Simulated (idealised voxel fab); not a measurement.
This section sets out a process module, namely voxel self aligned vias.
Cross-section cut: width 175 nm, square cells of 5 nm.
In this document a cross-section is written as a grid of square cells. It is given as a series of bands, listed from the top down, and a band is one or more rows of cells.
For a band, the entry starts with two heights in nm, that of the top and then that of the bottom, and carries on with the band's materials in order from left to right, each alongside its width in nm; the word "everywhere" beside a single material means it fills the band edge to edge, and "air" means empty space.
Zero point of the height axis is 0; under it, received wafer = one material. Lowest band: continues down indefinitely, "0 and below".
Width spec "30..40" -> top row of cells at first value, bottom row at second value, equal per-row change in between.
Any step labelled "nothing was modified" changed none of the cells in the cross-section.
"Trapped voids" - sealed voids, min. 8 cells, no opening to top; format: width x height at distance (distance from left edge; nm throughout).
Where a step's line continues beyond its settings, the continuation is a remark by the simulator itself on that step.
For masked steps, "overlay nm" on the step line gives how far right of plan the mask actually lay; a minus sign means it lay to the left.
[List of planned process steps]
1) RECEIVE: material Si
2) CONFORMAL_DEP: material SiO2, thk nm 10
3) CONFORMAL_DEP: material SiCN, thk nm 5
4) DIRECTIONAL_DEP: material SiO2, thk nm 25
5) MASKED_ETCH: tone open, mask id LINES, width nm 25, pitch nm 55, etch materials SiO2, depth nm 25, overlay nm 0
6) CONFORMAL_DEP: material TiN, thk nm 5
7) FILL_DEP: material W, thk nm 5
8) CMP: height nm 40
9) SELECTIVE_ETCH: etch materials W Ru TiN, depth nm 5
10) FILL_DEP: material SiN, thk nm 5
11) CMP: height nm 40
12) DIRECTIONAL_DEP: material SiO2, thk nm 15
13) DIRECTIONAL_DEP: material aC, thk nm 10
14) PATTERN: tone open, mask id VIAS, material resist, width nm 35, pitch nm 55, thk nm 25, overlay nm 0
15) DIRECTIONAL_ETCH: etch materials aC, depth nm 10
16) STRIP: etch materials resist
17) DIRECTIONAL_ETCH: etch materials SiO2, depth nm 15
18) DIRECTIONAL_ETCH: etch materials SiN, depth nm 5
19) STRIP: etch materials aC
20) CONFORMAL_DEP: material TiN, thk nm 5
21) FILL_DEP: material Ru, thk nm 5
22) CMP: height nm 55
23) CONFORMAL_DEP: material SiN, thk nm 5
[The first of a set of two wafers, run to plan]
[Cross-section of the wafer at receipt, which is the condition after step 1]
> 0 and below | Si everywhere
> Trapped voids: none
[The wafer in cross-section once step 2 is complete]
> 10 down to 0 | SiO2 everywhere
> Nothing below the height 0 has changed.
[The wafer in cross-section once step 3 is complete]
> 15 down to 10 | SiCN everywhere
> Nothing below the height 10 has changed.
[The wafer in cross-section once step 4 is complete]
> 40 down to 15 | SiO2 everywhere
> Nothing below the height 15 has changed.
[The wafer in cross-section once step 5 is complete]
> 40 down to 15 | SiO2: 45; air: 25; SiO2: 30; air: 25; SiO2: 50
> Nothing below the height 15 has changed.
[The wafer in cross-section once step 6 is complete]
> 45 down to 40 | TiN: 50; air: 15; TiN: 40; air: 15; TiN: 55
> 40 down to 20 | SiO2: 45; TiN: 5; air: 15; TiN: 5; SiO2: 30; TiN: 5; air: 15; TiN: 5; SiO2: 50
> 20 down to 15 | SiO2: 45; TiN: 25; SiO2: 30; TiN: 25; SiO2: 50
> Nothing below the height 15 has changed.
[The wafer in cross-section once step 7 is complete]
> 50 down to 45 | W everywhere
> 45 down to 40 | TiN: 50; W: 15; TiN: 40; W: 15; TiN: 55
> 40 down to 20 | SiO2: 45; TiN: 5; W: 15; TiN: 5; SiO2: 30; TiN: 5; W: 15; TiN: 5; SiO2: 50
> Nothing below the height 20 has changed.
[The wafer in cross-section once step 8 is complete]
> 40 down to 20 | SiO2: 45; TiN: 5; W: 15; TiN: 5; SiO2: 30; TiN: 5; W: 15; TiN: 5; SiO2: 50
> Nothing below the height 20 has changed.
[The wafer in cross-section once step 9 is complete]
> 40 down to 35 | SiO2: 45; air: 25; SiO2: 30; air: 25; SiO2: 50
> Nothing below the height 35 has changed.
[The wafer in cross-section once step 10 is complete]
> 45 down to 40 | SiN everywhere
> 40 down to 35 | SiO2: 45; SiN: 25; SiO2: 30; SiN: 25; SiO2: 50
> Nothing below the height 35 has changed.
[The wafer in cross-section once step 11 is complete]
> 40 down to 35 | SiO2: 45; SiN: 25; SiO2: 30; SiN: 25; SiO2: 50
> Nothing below the height 35 has changed.
[The wafer in cross-section once step 12 is complete]
> 55 down to 40 | SiO2 everywhere
> Nothing below the height 40 has changed.
[The wafer in cross-section once step 13 is complete]
> 65 down to 55 | aC everywhere
> Nothing below the height 55 has changed.
[The wafer in cross-section once step 14 is complete]
> 90 down to 65 | resist: 40; air: 35; resist: 20; air: 35; resist: 45
> Nothing below the height 65 has changed.
[The wafer in cross-section once step 15 is complete]
> 80 down to 65 | resist: 40; air: 35; resist: 20; air: 35; resist: 45
> 65 down to 55 | aC: 40; air: 35; aC: 20; air: 35; aC: 45
> Nothing below the height 55 has changed.
[The wafer in cross-section once step 16 is complete]
> 65 down to 55 | aC: 40; air: 35; aC: 20; air: 35; aC: 45
> Nothing below the height 55 has changed.
[The wafer in cross-section once step 17 is complete]
> 65 down to 55 | aC: 40; air: 35; aC: 20; air: 35; aC: 45
> 55 down to 40 | SiO2: 40; air: 35; SiO2: 20; air: 35; SiO2: 45
> Nothing below the height 40 has changed.
[The wafer in cross-section once step 18 is complete]
> 65 down to 55 | aC: 40; air: 35; aC: 20; air: 35; aC: 45
> 55 down to 40 | SiO2: 40; air: 35; SiO2: 20; air: 35; SiO2: 45
> 40 down to 35 | SiO2: 45; air: 25; SiO2: 30; air: 25; SiO2: 50
> Nothing below the height 35 has changed.
[The wafer in cross-section once step 19 is complete]
> 55 down to 40 | SiO2: 40; air: 35; SiO2: 20; air: 35; SiO2: 45
> Nothing below the height 40 has changed.
[The wafer in cross-section once step 20 is complete]
> 60 down to 55 | TiN: 45; air: 25; TiN: 30; air: 25; TiN: 50
> 55 down to 45 | SiO2: 40; TiN: 5; air: 25; TiN: 5; SiO2: 20; TiN: 5; air: 25; TiN: 5; SiO2: 45
> 45 down to 40 | SiO2: 40; TiN: 10; air: 15; TiN: 10; SiO2: 20; TiN: 10; air: 15; TiN: 10; SiO2: 45
> 40 down to 35 | SiO2: 45; TiN: 25; SiO2: 30; TiN: 25; SiO2: 50
> Nothing below the height 35 has changed.
[The wafer in cross-section once step 21 is complete]
> 65 down to 60 | Ru everywhere
> 60 down to 55 | TiN: 45; Ru: 25; TiN: 30; Ru: 25; TiN: 50
> 55 down to 45 | SiO2: 40; TiN: 5; Ru: 25; TiN: 5; SiO2: 20; TiN: 5; Ru: 25; TiN: 5; SiO2: 45
> 45 down to 40 | SiO2: 40; TiN: 10; Ru: 15; TiN: 10; SiO2: 20; TiN: 10; Ru: 15; TiN: 10; SiO2: 45
> Nothing below the height 40 has changed.
[The wafer in cross-section once step 22 is complete]
> 55 down to 45 | SiO2: 40; TiN: 5; Ru: 25; TiN: 5; SiO2: 20; TiN: 5; Ru: 25; TiN: 5; SiO2: 45
> Nothing below the height 45 has changed.
[The wafer in cross-section once step 23 is complete]
> 60 down to 55 | SiN everywhere
> Nothing below the height 55 has changed.
[Wafer two. Identical start, identical plan. One mistake in execution. Identical history through step 1]
[Planned end of step 2: second wafer, cross-section]
> 5 down to 0 | SiCN everywhere
> Nothing below the height 0 has changed.
[Planned end of step 3: second wafer, cross-section]
> 15 down to 5 | SiO2 everywhere
> Nothing below the height 5 has changed.
[Planned end of step 4: second wafer, cross-section]
> 40 down to 5 | SiO2 everywhere
> Nothing below the height 5 has changed.
[Planned end of step 5: second wafer, cross-section]
> 40 down to 15 | SiO2: 45; air: 25; SiO2: 30; air: 25; SiO2: 50
> Nothing below the height 15 has changed.
[Planned end of step 6: second wafer, cross-section]
> 45 down to 40 | TiN: 50; air: 15; TiN: 40; air: 15; TiN: 55
> 40 down to 20 | SiO2: 45; TiN: 5; air: 15; TiN: 5; SiO2: 30; TiN: 5; air: 15; TiN: 5; SiO2: 50
> 20 down to 15 | SiO2: 45; TiN: 25; SiO2: 30; TiN: 25; SiO2: 50
> Nothing below the height 15 has changed.
[Planned end of step 7: second wafer, cross-section]
> 50 down to 45 | W everywhere
> 45 down to 40 | TiN: 50; W: 15; TiN: 40; W: 15; TiN: 55
> 40 down to 20 | SiO2: 45; TiN: 5; W: 15; TiN: 5; SiO2: 30; TiN: 5; W: 15; TiN: 5; SiO2: 50
> Nothing below the height 20 has changed.
[Planned end of step 8: second wafer, cross-section]
> 40 down to 20 | SiO2: 45; TiN: 5; W: 15; TiN: 5; SiO2: 30; TiN: 5; W: 15; TiN: 5; SiO2: 50
> Nothing below the height 20 has changed.
[Planned end of step 9: second wafer, cross-section]
> 40 down to 35 | SiO2: 45; air: 25; SiO2: 30; air: 25; SiO2: 50
> Nothing below the height 35 has changed.
[Planned end of step 10: second wafer, cross-section]
> 45 down to 40 | SiN everywhere
> 40 down to 35 | SiO2: 45; SiN: 25; SiO2: 30; SiN: 25; SiO2: 50
> Nothing below the height 35 has changed.
[Planned end of step 11: second wafer, cross-section]
> 40 down to 35 | SiO2: 45; SiN: 25; SiO2: 30; SiN: 25; SiO2: 50
> Nothing below the height 35 has changed.
[Planned end of step 12: second wafer, cross-section]
> 55 down to 40 | SiO2 everywhere
> Nothing below the height 40 has changed.
[Planned end of step 13: second wafer, cross-section]
> 65 down to 55 | aC everywhere
> Nothing below the height 55 has changed.
[Planned end of step 14: second wafer, cross-section]
> 90 down to 65 | resist: 40; air: 35; resist: 20; air: 35; resist: 45
> Nothing below the height 65 has changed.
[Planned end of step 15: second wafer, cross-section]
> 80 down to 65 | resist: 40; air: 35; resist: 20; air: 35; resist: 45
> 65 down to 55 | aC: 40; air: 35; aC: 20; air: 35; aC: 45
> Nothing below the height 55 has changed.
[Planned end of step 16: second wafer, cross-section]
> 65 down to 55 | aC: 40; air: 35; aC: 20; air: 35; aC: 45
> Nothing below the height 55 has changed.
[Planned end of step 17: second wafer, cross-section]
> 65 down to 55 | aC: 40; air: 35; aC: 20; air: 35; aC: 45
> 55 down to 40 | SiO2: 40; air: 35; SiO2: 20; air: 35; SiO2: 45
> Nothing below the height 40 has changed.
[Planned end of step 18: second wafer, cross-section]
> 65 down to 55 | aC: 40; air: 35; aC: 20; air: 35; aC: 45
> 55 down to 40 | SiO2: 40; air: 35; SiO2: 20; air: 35; SiO2: 45
> 40 down to 35 | SiO2: 45; air: 25; SiO2: 30; air: 25; SiO2: 50
> Nothing below the height 35 has changed.
[Planned end of step 19: second wafer, cross-section]
> 55 down to 40 | SiO2: 40; air: 35; SiO2: 20; air: 35; SiO2: 45
> Nothing below the height 40 has changed.
[Planned end of step 20: second wafer, cross-section]
> 60 down to 55 | TiN: 45; air: 25; TiN: 30; air: 25; TiN: 50
> 55 down to 45 | SiO2: 40; TiN: 5; air: 25; TiN: 5; SiO2: 20; TiN: 5; air: 25; TiN: 5; SiO2: 45
> 45 down to 40 | SiO2: 40; TiN: 10; air: 15; TiN: 10; SiO2: 20; TiN: 10; air: 15; TiN: 10; SiO2: 45
> 40 down to 35 | SiO2: 45; TiN: 25; SiO2: 30; TiN: 25; SiO2: 50
> Nothing below the height 35 has changed.
[Planned end of step 21: second wafer, cross-section]
> 65 down to 60 | Ru everywhere
> 60 down to 55 | TiN: 45; Ru: 25; TiN: 30; Ru: 25; TiN: 50
> 55 down to 45 | SiO2: 40; TiN: 5; Ru: 25; TiN: 5; SiO2: 20; TiN: 5; Ru: 25; TiN: 5; SiO2: 45
> 45 down to 40 | SiO2: 40; TiN: 10; Ru: 15; TiN: 10; SiO2: 20; TiN: 10; Ru: 15; TiN: 10; SiO2: 45
> Nothing below the height 40 has changed.
[Planned end of step 22: second wafer, cross-section]
> 55 down to 45 | SiO2: 40; TiN: 5; Ru: 25; TiN: 5; SiO2: 20; TiN: 5; Ru: 25; TiN: 5; SiO2: 45
> Nothing below the height 45 has changed.
[Planned end of step 23: second wafer, cross-section]
> 60 down to 55 | SiN everywhere
> Nothing below the height 55 has changed.
Heads up, the wafer didn't run the way we planned it: the executed order of steps 2 and 3 is the reverse of that specified in the plan, each step having taken the other's position
Matching per-material cell counts, mismatched positions: that is how the second wafer compares with the first at the end.
